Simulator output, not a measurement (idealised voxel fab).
Process module heading - voxel self aligned contacts
Square cells of 5 nm make up the cross-section cut, whose width is 225 nm.
Cross-section format: a grid of square cells, given as bands from top to bottom; each band is one or more rows of cells. For a band, the entry starts with two heights in nm, that of the top and then that of the bottom, and carries on with the band's materials in order from left to right, each alongside its width in nm; the word "full width" beside a single material means it fills the band edge to edge, and "blank" means empty space. It should be noted that heights are counted from 0, beneath which the wafer as supplied is of one material throughout, and that the lowest band possesses no lower boundary but continues downward, as written in "top 0, no bottom". The notation "30->40" denotes a width that varies across the rows of cells in the band, beginning at the first number in the top row, finishing at the second number in the bottom row, and changing by an identical amount from each row to the next. Where the words "no modifications" appear for a step, the cross-section shows no cell changed by that step; every cell remained as before. Entry "Enclosed void inventory". Content: empty spaces with no open connection to the top, size 8 cells or greater. Each: width x height at distance. Distance: from left edge. Unit: nm. Where a step's line continues beyond its settings, the continuation is a remark by the simulator itself on that step. "overlay nm" denotes, for a step that has a mask, the displacement of the mask to the right of its planned place, with negative values corresponding to the left.
# These are the steps we planned for the process
1. RECEIVE [material Si]
2. OXIDIZE [depth nm 5]
3. DIRECTIONAL_DEP [material polySi] [thk nm 30]
4. DIRECTIONAL_DEP [material SiN] [thk nm 15]
5. MASKED_ETCH [tone cover] [mask id GATE] [width nm 30] [pitch nm 55] [etch materials SiN] [depth nm 15] [overlay nm 0]
6. MASKED_ETCH [tone cover] [mask id GATE] [width nm 30] [pitch nm 55] [etch materials polySi] [depth nm 30] [overlay nm 0]
7. CONFORMAL_DEP [material SiN] [thk nm 5]
8. DIRECTIONAL_ETCH [etch materials SiN] [depth nm 5]
9. FILL_DEP [material SiO2] [thk nm 20]
10. CMP [height nm 55]
11. MASKED_ETCH [tone open] [mask id CONTACT] [width nm 35] [pitch nm 55] [etch materials SiO2] [depth nm 60] [overlay nm 0]
12. CONFORMAL_DEP [material TiN] [thk nm 5]
13. FILL_DEP [material W] [thk nm 10]
14. CMP [height nm 55]
15. CONFORMAL_DEP [material SiN] [thk nm 5]
# First out of two wafers; run went to plan
# Cross-section of the incoming wafer, state after step 1
> top 0, no bottom  Si full width
> Enclosed void inventory: none
# Cross-sectional representation of the wafer at the conclusion of step 2
> top 0, bottom -5  SiO2 full width
> At heights below -5, the structure remains unaltered.
# Cross-sectional representation of the wafer at the conclusion of step 3
> top 30, bottom 0  polySi full width
> At heights below 0, the structure remains unaltered.
# Cross-sectional representation of the wafer at the conclusion of step 4
> top 45, bottom 30  SiN full width
> At heights below 30, the structure remains unaltered.
# Cross-sectional representation of the wafer at the conclusion of step 5
> top 45, bottom 30  blank (40), SiN (30), blank (25), SiN (30), blank (25), SiN (30), blank (45)
> At heights below 30, the structure remains unaltered.
# Cross-sectional representation of the wafer at the conclusion of step 6
> top 45, bottom 30  blank (40), SiN (30), blank (25), SiN (30), blank (25), SiN (30), blank (45)
> top 30, bottom 0  blank (40), polySi (30), blank (25), polySi (30), blank (25), polySi (30), blank (45)
> At heights below 0, the structure remains unaltered.
# Cross-sectional representation of the wafer at the conclusion of step 7
> top 50, bottom 30  blank (35), SiN (40), blank (15), SiN (40), blank (15), SiN (40), blank (40)
> top 30, bottom 5  blank (35), SiN (5), polySi (30), SiN (5), blank (15), SiN (5), polySi (30), SiN (5), blank (15), SiN (5), polySi (30), SiN (5), blank (40)
> top 5, bottom 0  SiN (40), polySi (30), SiN (25), polySi (30), SiN (25), polySi (30), SiN (45)
> At heights below 0, the structure remains unaltered.
# Cross-sectional representation of the wafer at the conclusion of step 8
> top 45, bottom 30  blank (35), SiN (40), blank (15), SiN (40), blank (15), SiN (40), blank (40)
> top 30, bottom 0  blank (35), SiN (5), polySi (30), SiN (5), blank (15), SiN (5), polySi (30), SiN (5), blank (15), SiN (5), polySi (30), SiN (5), blank (40)
> At heights below 0, the structure remains unaltered.
# Cross-sectional representation of the wafer at the conclusion of step 9
> top 65, bottom 45  SiO2 full width
> top 45, bottom 30  SiO2 (35), SiN (40), SiO2 (15), SiN (40), SiO2 (15), SiN (40), SiO2 (40)
> top 30, bottom 0  SiO2 (35), SiN (5), polySi (30), SiN (5), SiO2 (15), SiN (5), polySi (30), SiN (5), SiO2 (15), SiN (5), polySi (30), SiN (5), SiO2 (40)
> At heights below 0, the structure remains unaltered.
# Cross-sectional representation of the wafer at the conclusion of step 10
> top 55, bottom 45  SiO2 full width
> At heights below 45, the structure remains unaltered.
# Cross-sectional representation of the wafer at the conclusion of step 11
> top 55, bottom 45  SiO2 (65), blank (35), SiO2 (20), blank (35), SiO2 (70)
> top 45, bottom 30  SiO2 (35), SiN (40), blank (15), SiN (40), blank (15), SiN (40), SiO2 (40)
> top 30, bottom 0  SiO2 (35), SiN (5), polySi (30), SiN (5), blank (15), SiN (5), polySi (30), SiN (5), blank (15), SiN (5), polySi (30), SiN (5), SiO2 (40)
> top 0, bottom -5  SiO2 (75), blank (15), SiO2 (40), blank (15), SiO2 (80)
> At heights below -5, the structure remains unaltered.
# Cross-sectional representation of the wafer at the conclusion of step 12
> top 60, bottom 55  TiN (70), blank (25), TiN (30), blank (25), TiN (75)
> top 55, bottom 45  SiO2 (65), TiN (5->15), blank (25->5), TiN (5->15), SiO2 (20), TiN (5->15), blank (25->5), TiN (5->15), SiO2 (70)
> top 45, bottom 30  SiO2 (35), SiN (40), TiN (5), blank (5), TiN (5), SiN (40), TiN (5), blank (5), TiN (5), SiN (40), SiO2 (40)
> top 30, bottom 0  SiO2 (35), SiN (5), polySi (30), SiN (5), TiN (5), blank (5), TiN (5), SiN (5), polySi (30), SiN (5), TiN (5), blank (5), TiN (5), SiN (5), polySi (30), SiN (5), SiO2 (40)
> top 0, bottom -5  SiO2 (75), TiN (15), SiO2 (40), TiN (15), SiO2 (80)
> At heights below -5, the structure remains unaltered.
# Cross-sectional representation of the wafer at the conclusion of step 13
> top 70, bottom 60  W full width
> top 60, bottom 55  TiN (70), W (25), TiN (30), W (25), TiN (75)
> top 55, bottom 45  SiO2 (65), TiN (5->15), W (25->5), TiN (5->15), SiO2 (20), TiN (5->15), W (25->5), TiN (5->15), SiO2 (70)
> top 45, bottom 30  SiO2 (35), SiN (40), TiN (5), W (5), TiN (5), SiN (40), TiN (5), W (5), TiN (5), SiN (40), SiO2 (40)
> top 30, bottom 0  SiO2 (35), SiN (5), polySi (30), SiN (5), TiN (5), W (5), TiN (5), SiN (5), polySi (30), SiN (5), TiN (5), W (5), TiN (5), SiN (5), polySi (30), SiN (5), SiO2 (40)
> At heights below 0, the structure remains unaltered.
# Cross-sectional representation of the wafer at the conclusion of step 14
> top 55, bottom 45  SiO2 (65), TiN (5->15), W (25->5), TiN (5->15), SiO2 (20), TiN (5->15), W (25->5), TiN (5->15), SiO2 (70)
> At heights below 45, the structure remains unaltered.
# Cross-sectional representation of the wafer at the conclusion of step 15
> top 60, bottom 55  SiN full width
> At heights below 55, the structure remains unaltered.
# Second wafer, same starting conditions and recipe as the first, one mistake in executing it, nothing differs from the first up to and including step 10
# Second wafer, cut view, end of step 11 per plan
> top 55, bottom 45  SiO2 (55), blank (35), SiO2 (20), blank (35), SiO2 (80)
> top 45, bottom 30  SiO2 (35), SiN (40), blank (15), SiN (40), blank (15), SiN (40), SiO2 (40)
> top 30, bottom 0  SiO2 (35), SiN (5), polySi (30), SiN (5), blank (15), SiN (5), polySi (30), SiN (5), blank (15), SiN (5), polySi (30), SiN (5), SiO2 (40)
> top 0, bottom -5  SiO2 (75), blank (15), SiO2 (40), blank (15), SiO2 (80)
> At heights below -5, the structure remains unaltered.
# Second wafer, cut view, end of step 12 per plan
> top 60, bottom 55  TiN (60), blank (25), TiN (30), blank (25), TiN (85)
> top 55, bottom 45  SiO2 (55), TiN (5->25), blank (25->5), TiN (5), SiO2 (20), TiN (5->25), blank (25->5), TiN (5), SiO2 (80)
> top 45, bottom 30  SiO2 (35), SiN (40), TiN (5), blank (5), TiN (5), SiN (40), TiN (5), blank (5), TiN (5), SiN (40), SiO2 (40)
> top 30, bottom 0  SiO2 (35), SiN (5), polySi (30), SiN (5), TiN (5), blank (5), TiN (5), SiN (5), polySi (30), SiN (5), TiN (5), blank (5), TiN (5), SiN (5), polySi (30), SiN (5), SiO2 (40)
> top 0, bottom -5  SiO2 (75), TiN (15), SiO2 (40), TiN (15), SiO2 (80)
> At heights below -5, the structure remains unaltered.
# Second wafer, cut view, end of step 13 per plan
> top 70, bottom 60  W full width
> top 60, bottom 55  TiN (60), W (25), TiN (30), W (25), TiN (85)
> top 55, bottom 45  SiO2 (55), TiN (5->25), W (25->5), TiN (5), SiO2 (20), TiN (5->25), W (25->5), TiN (5), SiO2 (80)
> top 45, bottom 30  SiO2 (35), SiN (40), TiN (5), W (5), TiN (5), SiN (40), TiN (5), W (5), TiN (5), SiN (40), SiO2 (40)
> top 30, bottom 0  SiO2 (35), SiN (5), polySi (30), SiN (5), TiN (5), W (5), TiN (5), SiN (5), polySi (30), SiN (5), TiN (5), W (5), TiN (5), SiN (5), polySi (30), SiN (5), SiO2 (40)
> At heights below 0, the structure remains unaltered.
# Second wafer, cut view, end of step 14 per plan
> top 55, bottom 45  SiO2 (55), TiN (5->25), W (25->5), TiN (5), SiO2 (20), TiN (5->25), W (25->5), TiN (5), SiO2 (80)
> At heights below 45, the structure remains unaltered.
# Second wafer, cut view, end of step 15 per plan
> top 60, bottom 55  SiN full width
> At heights below 55, the structure remains unaltered.
What went wrong in running the wafer? heads up, step 11 didn't go per plan, it actually ran as MASKED_ETCH [tone open] [mask id CONTACT] [width nm 35] [pitch nm 55] [etch materials SiO2] [depth nm 60] [overlay nm -10]
Final state: per-material cell counts identical on both wafers; locations differ.
